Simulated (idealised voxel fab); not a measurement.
process module | voxel trench capacitor
cross-section cut | 160 nm wide | cells 5 nm
A cross-section is a grid of square cells, given in bands from the top down. A band is one or more rows of cells.
Each band's line starts with the height of the band's top and of its bottom, in nm. Then come its materials from left to right, each with its width in nm. One material with "throughout" fills the band from edge to edge. "air" is empty space.
Height 0 is the level under which the wafer as received is all one material. The lowest band goes on downwards, as in "0 down".
A width such as "30 to 40" changes by the same amount from each row of cells to the next, from the band's top row to its bottom row.
"no change" after a step means that no cell of the cross-section changed.
closed voids: empty space of 8 cells or more with no open way to the top, each as width x height at its distance from the left edge, in nm
after a step's settings: what the simulator itself notes on the step
overlay nm, on a step with a mask: how far to the right of its planned place the mask lay; to the left if negative
plan
1 op RECEIVE | material Si
2 op CONFORMAL_DEP | material SiN | thk nm 5
3 op DIRECTIONAL_DEP | material aC | thk nm 15
4 op PATTERN | tone open | mask id TRENCH | material resist | width nm 25 | pitch nm 45 | thk nm 35 | overlay nm 0
5 op DIRECTIONAL_ETCH | etch materials aC | depth nm 15
6 op STRIP | etch materials resist
7 op DIRECTIONAL_ETCH | etch materials SiN | depth nm 5
8 op DIRECTIONAL_ETCH | etch materials Si | depth nm 30
9 op STRIP | etch materials aC
10 op CONFORMAL_DEP | material Al2O3 | thk nm 5
11 op CONFORMAL_DEP | material TiN | thk nm 5
12 op FILL_DEP | material W | thk nm 10
13 op CMP | height nm 5
varied across the wafers: thk nm of step 2. The plan shows the first wafer's value. All wafers start alike
first wafer as received, after step 1
  0 down: Si throughout
  closed voids: none
first wafer at the end, after step 13
  5 to 0: SiN 45 | Al2O3 5 | TiN 5 | W 5 | TiN 5 | Al2O3 5 | SiN 20 | Al2O3 5 | TiN 5 | W 5 | TiN 5 | Al2O3 5 | SiN 45
  0 to -20: Si 45 | Al2O3 5 | TiN 5 | W 5 | TiN 5 | Al2O3 5 | Si 20 | Al2O3 5 | TiN 5 | W 5 | TiN 5 | Al2O3 5 | Si 45
  -20 to -25: Si 45 | Al2O3 5 | TiN 15 | Al2O3 5 | Si 20 | Al2O3 5 | TiN 15 | Al2O3 5 | Si 45
  -25 to -30: Si 45 | Al2O3 25 | Si 20 | Al2O3 25 | Si 45
  -30 down: Si throughout
  closed voids: none
last wafer at the end
  5 to 0: SiN throughout
  0 down: Si throughout
  closed voids: none
each wafer at the end: cells of each material gained (+) or lost (-) since it was received, then its closed voids
thk nm 5 | +34 Al2O3 | -60 Si | +22 SiN | +26 TiN | +10 W | closed voids: none
thk nm 10 | +32 SiN | closed voids: none
thk nm 15 | +32 SiN | closed voids: none
thk nm 20 | +32 SiN | closed voids: none
